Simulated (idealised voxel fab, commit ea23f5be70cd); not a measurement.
process module | voxel transistor to metal
cross-section cut | 215 nm wide | cells 5 nm
A cross-section is a grid of square cells, given in bands from the top down. A band is one or more rows of cells.
Each band's line starts with the height of the band's top and of its bottom, in nm. Then come its materials from left to right, each with its width in nm. One material with "throughout" fills the band from edge to edge. "air" is empty space.
Height 0 is the level under which the wafer as received is all one material. The lowest band goes on downwards, as in "0 down".
A width such as "30 to 40" changes by the same amount from each row of cells to the next, from the band's top row to its bottom row.
"no change" after a step means that no cell of the cross-section changed.
closed voids: empty space of 8 cells or more with no open way to the top, each as width x height at its distance from the left edge, in nm
after a step's settings: what the simulator itself notes on the step
overlay nm, on a step with a mask: how far to the right of its planned place the mask lay; to the left if negative
plan
1 op RECEIVE | material Si
2 op OXIDIZE | depth nm 5
3 op CONFORMAL_DEP | material SiN | thk nm 10
4 op DIRECTIONAL_DEP | material aC | thk nm 10
5 op PATTERN | tone cover | mask id ACTIVE | material resist | width nm 120 | thk nm 25 | overlay nm 0
6 op DIRECTIONAL_ETCH | etch materials aC | depth nm 10
7 op STRIP | etch materials resist
8 op DIRECTIONAL_ETCH | etch materials SiN | depth nm 10
9 op DIRECTIONAL_ETCH | etch materials SiO2 | depth nm 5
10 op DIRECTIONAL_ETCH | etch materials Si | depth nm 25
11 op STRIP | etch materials aC
12 op FILL_DEP | material SiO2 | thk nm 15
13 op CMP | height nm 10
14 op SELECTIVE_ETCH | etch materials SiO2 | depth nm 5
15 op STRIP | etch materials SiN
16 op SELECTIVE_ETCH | etch materials SiO2 | depth nm 5
17 op OXIDIZE | depth nm 5
18 op DIRECTIONAL_DEP | material polySi | thk nm 20
19 op DIRECTIONAL_DEP | material SiCN | thk nm 10
20 op MASKED_ETCH | tone cover | mask id GATE | width nm 30 | etch materials SiCN | depth nm 20 | overlay nm 0
21 op MASKED_ETCH | tone cover | mask id GATE | width nm 30 | etch materials polySi | depth nm 30 | overlay nm 0
22 op CONFORMAL_DEP | material SiO2 | thk nm 5
23 op DIRECTIONAL_ETCH | etch materials SiO2 | depth nm 5
24 op CONFORMAL_DEP | material SiN | thk nm 5
25 op DIRECTIONAL_ETCH | etch materials SiN | depth nm 5
26 op DIRECTIONAL_ETCH | etch materials SiO2 | depth nm 5
27 op EPI | material pSi | thk nm 5
28 op FILL_DEP | material SiO2 | thk nm 10
29 op CMP | height nm 15
30 op STRIP | etch materials polySi
31 op SELECTIVE_ETCH | etch materials SiO2 | depth nm 5
32 op CONFORMAL_DEP | material HfO2 | thk nm 5
33 op CONFORMAL_DEP | material TiN | thk nm 5
34 op FILL_DEP | material W | thk nm 10
35 op CMP | height nm 10
36 op DIRECTIONAL_DEP | material SiO2 | thk nm 15
37 op MASKED_ETCH | tone open | mask id CONTACT | width nm 20 | pitch nm 90 | etch materials SiO2 | depth nm 30 | overlay nm 0
38 op CONFORMAL_DEP | material TiN | thk nm 5
39 op FILL_DEP | material W | thk nm 10
40 op CMP | height nm 25
41 op CONFORMAL_DEP | material SiN | thk nm 5
42 op DIRECTIONAL_DEP | material SiO2 | thk nm 20
43 op MASKED_ETCH | tone open | mask id METAL_1 | width nm 20 | pitch nm 90 | etch materials SiO2 | depth nm 20 | overlay nm 0
44 op MASKED_ETCH | tone open | mask id METAL_1 | width nm 20 | pitch nm 90 | etch materials SiN | depth nm 5 | overlay nm 0
45 op CONFORMAL_DEP | material TiN | thk nm 5
46 op FILL_DEP | material Ru | thk nm 5
47 op CMP | height nm 50
48 op CONFORMAL_DEP | material SiCN | thk nm 5
as received, after step 1
  0 down: Si throughout
  closed voids: none
a wafer at the end: this start, this plan, one mistake
  55 to 50: SiCN throughout
  50 to 30: SiO2 50 | TiN 5 | Ru 10 | TiN 5 | SiO2 70 | TiN 5 | Ru 10 | TiN 5 | SiO2 55
  30 to 25: SiN 50 | TiN 20 | SiN 70 | TiN 20 | SiN 55
  25 to 10: SiO2 50 | TiN 5 | W 10 | TiN 5 | SiO2 70 | TiN 5 | W 10 | TiN 5 | SiO2 55
  10 to 0: SiO2 50 | TiN 5 | W 10 | TiN 5 | SiO2 10 | SiN 5 | HfO2 5 | TiN 5 | W 20 | TiN 5 | HfO2 5 | SiN 5 | SiO2 10 | TiN 5 | W 10 | TiN 5 | SiO2 55
  0 to -5: SiO2 40 | SiN 5 | SiO2 5 | TiN 20 | SiO2 10 | SiN 5 | HfO2 5 | TiN 30 | HfO2 5 | SiN 5 | SiO2 10 | TiN 20 | SiO2 5 | SiN 5 | SiO2 45
  -5 to -10: SiO2 45 | pSi 35 | SiO2 5 | HfO2 40 | SiO2 5 | pSi 35 | SiO2 50
  -10 to -15: SiO2 50 | Si 110 | SiO2 55
  -15 to -30: SiO2 45 | Si 120 | SiO2 50
  -30 down: Si throughout
  closed voids: none
what went wrong: steps 14 and 15 were swapped
